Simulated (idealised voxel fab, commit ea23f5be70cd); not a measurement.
process module | voxel quadruple lines
cross-section cut | 185 nm wide | cells 5 nm
A cross-section is a grid of square cells, given in bands from the top down. A band is one or more rows of cells.
Each band's line starts with the height of the band's top and of its bottom, in nm. Then come its materials from left to right, each with its width in nm. One material with "throughout" fills the band from edge to edge. "air" is empty space.
Height 0 is the level under which the wafer as received is all one material. The lowest band goes on downwards, as in "0 down".
A width such as "30 to 40" changes by the same amount from each row of cells to the next, from the band's top row to its bottom row.
"no change" after a step means that no cell of the cross-section changed.
closed voids: empty space of 8 cells or more with no open way to the top, each as width x height at its distance from the left edge, in nm
after a step's settings: what the simulator itself notes on the step
overlay nm, on a step with a mask: how far to the right of its planned place the mask lay; to the left if negative
plan
1 op RECEIVE | material Si
2 op CONFORMAL_DEP | material SiO2 | thk nm 10
3 op DIRECTIONAL_DEP | material W | thk nm 10
4 op DIRECTIONAL_DEP | material polySi | thk nm 20
5 op DIRECTIONAL_DEP | material aC | thk nm 20
6 op PATTERN | tone cover | mask id MANDREL | material resist | width nm 35 | thk nm 30 | overlay nm 0
7 op DIRECTIONAL_ETCH | etch materials aC | depth nm 20
8 op STRIP | etch materials resist
9 op CONFORMAL_DEP | material SiO2 | thk nm 15
10 op DIRECTIONAL_ETCH | etch materials SiO2 | depth nm 15
11 op STRIP | etch materials aC
12 op DIRECTIONAL_ETCH | etch materials polySi | depth nm 20
13 op STRIP | etch materials SiO2
14 op CONFORMAL_DEP | material SiCN | thk nm 10
15 op DIRECTIONAL_ETCH | etch materials SiCN | depth nm 10
16 op STRIP | etch materials polySi
17 op DIRECTIONAL_ETCH | etch materials W | depth nm 10
18 op STRIP | etch materials SiCN
19 op FILL_DEP | material SiO2 | thk nm 10
20 op CMP | height nm 20
as received, after step 1
  0 down: Si throughout
  closed voids: none
first wafer at the end, as planned
  20 to 10: SiO2 50 | W 10 | SiO2 15 | W 10 | SiO2 15 | W 10 | SiO2 15 | W 10 | SiO2 50
  10 to 0: SiO2 throughout
  0 down: Si throughout
  closed voids: none
second wafer at the end: like start, like plan, one mistake
  20 to 10: SiO2 55 | W 10 | SiO2 15 | W 10 | SiO2 5 | W 10 | SiO2 15 | W 10 | SiO2 55
  10 to 0: SiO2 throughout
  0 down: Si throughout
  closed voids: none
what went wrong: step 6 ran as: op PATTERN | tone cover | mask id MANDREL | material resist | width nm 25 | thk nm 30 | overlay nm 0
at the end the second wafer has, in cells: as many of each material as the first, in other places
